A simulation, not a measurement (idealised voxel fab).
Proc. module: voxel gate over fins
Cross-sectional view cut (width: 185 nm; square cell size: 5 nm).
For the purposes of this document, a cross-section shall be understood as a grid of square cells, specified as bands listed in top-to-bottom order, each band consisting of one or more rows of cells.
First you get the band's top height and its bottom height, in nm, and then the materials it's made of, left to right, with each width in nm. If you see a single material with "edge to edge", that one covers the band edge to edge. "air" is empty space.
It should be noted that heights are counted from 0, beneath which the wafer as supplied is of one material throughout, and that the lowest band possesses no lower boundary but continues downward, as written in "0 and below".
Read "30..40" as a graded width: first number on top, second number at the bottom, same change between each pair of neighbouring rows.
Where the words "same as before" appear for a step, the cross-section shows no cell changed by that step; every cell remained as before.
For the entry "Completely sealed voids", the listed items are empty spaces with no open way to the top whose size is 8 cells or more; each item follows the pattern width x height at distance, where distance is from the left edge and all three are in nm.
Whatever follows a step's settings on its line is a remark the simulator itself makes about that step.
You can add "overlay nm" to a step's line. For a step with a mask, it describes how far the mask lay to the right of its planned position, and a negative number describes a lay to the left.

# The planned process steps are enumerated hereunder
1 RECEIVE with material Si
2 CONFORMAL_DEP with material SiN, thk nm 5
3 PATTERN with tone cover, mask id FINS, material resist, width nm 15, pitch nm 35, thk nm 20, overlay nm 0
4 DIRECTIONAL_ETCH with etch materials SiN, depth nm 5
5 DIRECTIONAL_ETCH with etch materials Si, depth nm 40
6 STRIP with etch materials resist
7 FILL_DEP with material SiO2, thk nm 10
8 CMP with height nm 5
9 SELECTIVE_ETCH with etch materials SiO2, depth nm 15
10 STRIP with etch materials SiN
11 CONFORMAL_DEP with material HfO2, thk nm 5
12 CONFORMAL_DEP with material TiN, thk nm 5
13 FILL_DEP with material W, thk nm 10
14 CMP with height nm 15
15 CONFORMAL_DEP with material SiCN, thk nm 10

# Cross-section: wafer on arrival = after step 1
0 and below | Si edge to edge
Completely sealed voids: none

# One mistake in running the module, otherwise start and plan as above: cross-section at the end
25 down to 15 | SiCN edge to edge
15 down to 10 | W edge to edge
10 down to 5 | 30 nm W, then 105 nm TiN, then 50 nm W
5 down to 0 | 30 nm W, then 5 nm TiN, then 25 nm HfO2, then 10 nm TiN, then 25 nm HfO2, then 10 nm TiN, then 25 nm HfO2, then 5 nm TiN, then 50 nm W
0 down to -5 | 35 nm TiN, then 5 nm HfO2, then 15 nm Si, then 5 nm HfO2, then 10 nm TiN, then 5 nm HfO2, then 15 nm Si, then 5 nm HfO2, then 10 nm TiN, then 5 nm HfO2, then 15 nm Si, then 5 nm HfO2, then 55 nm TiN
-5 down to -10 | 40 nm HfO2, then 15 nm Si, then 20 nm HfO2, then 15 nm Si, then 20 nm HfO2, then 15 nm Si, then 60 nm HfO2
-10 down to -40 | 40 nm SiO2, then 15 nm Si, then 20 nm SiO2, then 15 nm Si, then 20 nm SiO2, then 15 nm Si, then 60 nm SiO2
-40 and below | Si edge to edge
Completely sealed voids: none
Here's what went sideways: step 3 ran as: PATTERN with tone cover, mask id FINS, material resist, width nm 15, pitch nm 35, thk nm 20, overlay nm -10
